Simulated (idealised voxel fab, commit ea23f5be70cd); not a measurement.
Process module under the name voxel wiring stack
For reference, the cross-section in this document is cut, with width 205 nm and square cells of 5 nm.
Cross-sections here: square-cell grids, written as top-down lists of bands, a band being one or more rows of cells.
Band: top height; bottom height; in nm. Then, left to right: material with width in nm, for each material. "everywhere": a single material spanning edge to edge. "empty": empty space.
Height 0 is the level under which the wafer as received is all one material. The lowest band goes on downwards, as in "0..down".
Top row gets the first number, bottom row gets the second, and each row in between changes by the same step: that is how a band width like "30->40" works.
Where a step carries "nothing changed", the cross-section came out of it unchanged, cell for cell.
"Catalogued sealed voids": empty spaces of 8 cells or more with no open way to the top, each given as width x height at distance, distance from the left edge, all in nm.
Anything after a step's settings on that line? It's the simulator's own note about the step.
overlay nm: for a step with a mask, the amount by which the mask lay right of where it was planned; a negative amount means left of it.
Each pair below shows a cross-section before one step and the cross-section after it, down to the lowest band that changed. The line under each pair gives the step between them, with its settings. The pairs can come from different runs of this module on the same starting wafer, so a pair continues from the pair above only where its "Pre-process cross-section" says so.
### Pre-process cross-section
    90..75 = W everywhere
    75..70 = TiN everywhere
    70..50 = SiO2 30 | TiN 5 | W 5 | TiN 5 | SiO2 95 | TiN 5 | W 5 | TiN 5 | SiO2 50
    50..45 = SiCN 30 | TiN 15 | SiCN 95 | TiN 15 | SiCN 50
    45..20 = lowk 30 | W 30 | lowk 25 | W 30 | lowk 25 | W 30 | lowk 35
    20..15 = lowk 30 | TiN 30 | lowk 25 | TiN 30 | lowk 25 | TiN 30 | lowk 35
    15..0 = SiO2 everywhere
    0..down = Si everywhere
    Catalogued sealed voids: none
### Cut View, Post-Step
    110..90 = resist 30 | empty 30 | resist 25 | empty 30 | resist 25 | empty 30 | resist 35
    Lower than 90, everything is as it was.
    Catalogued sealed voids: none
In between the before and after cross-sections above, the step is PATTERN | tone open | mask id METAL_2 | material resist | width nm 30 | pitch nm 55 | thk nm 20 | overlay nm 0
Pre-process cross-section: as in the pair right above, post-step view.
### Cut View, Post-Step
    110..90 = resist 30 | empty 30 | resist 25 | empty 30 | resist 25 | empty 30 | resist 35
    90..75 = W 30 | empty 30 | W 25 | empty 30 | W 25 | empty 30 | W 35
    Lower than 75, everything is as it was.
    Catalogued sealed voids: none
In between the before and after cross-sections above, the step is DIRECTIONAL_ETCH | etch materials W | depth nm 15
Pre-process cross-section: as in the pair right above, post-step view.
### Cut View, Post-Step
    110..90 = resist 30 | empty 30 | resist 25 | empty 30 | resist 25 | empty 30 | resist 35
    90..75 = W 30 | empty 30 | W 25 | empty 30 | W 25 | empty 30 | W 35
    75..70 = TiN 30 | empty 30 | TiN 25 | empty 30 | TiN 25 | empty 30 | TiN 35
    Lower than 70, everything is as it was.
    Catalogued sealed voids: none
In between the before and after cross-sections above, the step is DIRECTIONAL_ETCH | etch materials TiN | depth nm 5
Pre-process cross-section: as in the pair right above, post-step view.
### Cut View, Post-Step
    90..75 = W 30 | empty 30 | W 25 | empty 30 | W 25 | empty 30 | W 35
    Lower than 75, everything is as it was.
    Catalogued sealed voids: none
In between the before and after cross-sections above, the step is STRIP | etch materials resist
Pre-process cross-section: as in the pair right above, post-step view.
### Cut View, Post-Step
    100..90 = SiO2 everywhere
    90..75 = W 30 | SiO2 30 | W 25 | SiO2 30 | W 25 | SiO2 30 | W 35
    75..70 = TiN 30 | SiO2 30 | TiN 25 | SiO2 30 | TiN 25 | SiO2 30 | TiN 35
    Lower than 70, everything is as it was.
    Catalogued sealed voids: none
In between the before and after cross-sections above, the step is FILL_DEP | material SiO2 | thk nm 10
Pre-process cross-section: as in the pair right above, post-step view.
### Cut View, Post-Step
    90..75 = W 30 | SiO2 30 | W 25 | SiO2 30 | W 25 | SiO2 30 | W 35
    Lower than 75, everything is as it was.
    Catalogued sealed voids: none
In between the before and after cross-sections above, the step is CMP | height nm 90
Pre-process cross-section: as in the pair right above, post-step view.
### Cut View, Post-Step
    95..90 = SiCN everywhere
    Lower than 90, everything is as it was.
    Catalogued sealed voids: none
In between the before and after cross-sections above, the step is CONFORMAL_DEP | material SiCN | thk nm 5
Pre-process cross-section: as in the pair right above, post-step view.
### Cut View, Post-Step
    125..95 = lowk everywhere
    Lower than 95, everything is as it was.
    Catalogued sealed voids: none
In between the before and after cross-sections above, the step is DIRECTIONAL_DEP | material lowk | thk nm 30
Pre-process cross-section: as in the pair right above, post-step view.
### Cut View, Post-Step
    145..125 = resist 30 | empty 15 | resist 40 | empty 15 | resist 40 | empty 15 | resist 50
    Lower than 125, everything is as it was.
    Catalogued sealed voids: none
In between the before and after cross-sections above, the step is PATTERN | tone open | mask id METAL_3_HOLES | material resist | width nm 15 | pitch nm 55 | thk nm 20 | overlay nm 0
Pre-process cross-section: as in the pair right above, post-step view.
### Cut View, Post-Step
    145..125 = resist 30 | empty 15 | resist 40 | empty 15 | resist 40 | empty 15 | resist 50
    125..95 = lowk 30 | empty 15 | lowk 40 | empty 15 | lowk 40 | empty 15 | lowk 50
    Lower than 95, everything is as it was.
    Catalogued sealed voids: none
In between the before and after cross-sections above, the step is DIRECTIONAL_ETCH | etch materials lowk | depth nm 30
Pre-process cross-section: as in the pair right above, post-step view.
### Cut View, Post-Step
    125..95 = lowk 30 | empty 15 | lowk 40 | empty 15 | lowk 40 | empty 15 | lowk 50
    Lower than 95, everything is as it was.
    Catalogued sealed voids: none
In between the before and after cross-sections above, the step is STRIP | etch materials resist
Pre-process cross-section: as in the pair right above, post-step view.
### Cut View, Post-Step
    125..110 = lowk 30 | empty 30 | lowk 25 | empty 30 | lowk 25 | empty 30 | lowk 35
    Lower than 110, everything is as it was.
    Catalogued sealed voids: none
In between the before and after cross-sections above, the step is MASKED_ETCH | tone open | mask id METAL_3 | width nm 30 | pitch nm 55 | etch materials lowk | depth nm 15 | overlay nm 0
Pre-process cross-section: as in the pair right above, post-step view.
### Cut View, Post-Step
    125..110 = lowk 30 | empty 30 | lowk 25 | empty 30 | lowk 25 | empty 30 | lowk 35
    110..95 = lowk 30 | empty 15 | lowk 40 | empty 15 | lowk 40 | empty 15 | lowk 50
    95..90 = SiCN 30 | empty 15 | SiCN 40 | empty 15 | SiCN 40 | empty 15 | SiCN 50
    Lower than 90, everything is as it was.
    Catalogued sealed voids: none
In between the before and after cross-sections above, the step is MASKED_ETCH | tone open | mask id METAL_3 | width nm 30 | pitch nm 55 | etch materials SiCN | depth nm 5 | overlay nm 0
Pre-process cross-section: as in the pair right above, post-step view.
### Cut View, Post-Step
    130..125 = TiN 35 | empty 20 | TiN 35 | empty 20 | TiN 35 | empty 20 | TiN 40
    125..115 = lowk 30 | TiN 5 | empty 20 | TiN 5 | lowk 25 | TiN 5 | empty 20 | TiN 5 | lowk 25 | TiN 5 | empty 20 | TiN 5 | lowk 35
    115..110 = lowk 30 | TiN 5 | empty 5 | TiN 20 | lowk 25 | TiN 5 | empty 5 | TiN 20 | lowk 25 | TiN 5 | empty 5 | TiN 20 | lowk 35
    110..95 = lowk 30 | TiN 5 | empty 5 | TiN 5 | lowk 40 | TiN 5 | empty 5 | TiN 5 | lowk 40 | TiN 5 | empty 5 | TiN 5 | lowk 50
    95..90 = SiCN 30 | TiN 15 | SiCN 40 | TiN 15 | SiCN 40 | TiN 15 | SiCN 50
    Lower than 90, everything is as it was.
    Catalogued sealed voids: none
In between the before and after cross-sections above, the step is CONFORMAL_DEP | material TiN | thk nm 5
Pre-process cross-section: as in the pair right above, post-step view.
### Cut View, Post-Step
    140..130 = Ru everywhere
    130..125 = TiN 35 | Ru 20 | TiN 35 | Ru 20 | TiN 35 | Ru 20 | TiN 40
    125..115 = lowk 30 | TiN 5 | Ru 20 | TiN 5 | lowk 25 | TiN 5 | Ru 20 | TiN 5 | lowk 25 | TiN 5 | Ru 20 | TiN 5 | lowk 35
    115..110 = lowk 30 | TiN 5 | Ru 5 | TiN 20 | lowk 25 | TiN 5 | Ru 5 | TiN 20 | lowk 25 | TiN 5 | Ru 5 | TiN 20 | lowk 35
    110..95 = lowk 30 | TiN 5 | Ru 5 | TiN 5 | lowk 40 | TiN 5 | Ru 5 | TiN 5 | lowk 40 | TiN 5 | Ru 5 | TiN 5 | lowk 50
    Lower than 95, everything is as it was.
    Catalogued sealed voids: none
In between the before and after cross-sections above, the step is FILL_DEP | material Ru | thk nm 10
Pre-process cross-section: as in the pair right above, post-step view.
### Cut View, Post-Step
    125..115 = lowk 30 | TiN 5 | Ru 20 | TiN 5 | lowk 25 | TiN 5 | Ru 20 | TiN 5 | lowk 25 | TiN 5 | Ru 20 | TiN 5 | lowk 35
    Lower than 115, everything is as it was.
    Catalogued sealed voids: none
In between the before and after cross-sections above, the step is CMP | height nm 125
Pre-process cross-section: as in the pair right above, post-step view.
### Cut View, Post-Step
    130..125 = SiN everywhere
    Lower than 125, everything is as it was.
    Catalogued sealed voids: none
In between the before and after cross-sections above, the step is CONFORMAL_DEP | material SiN | thk nm 5
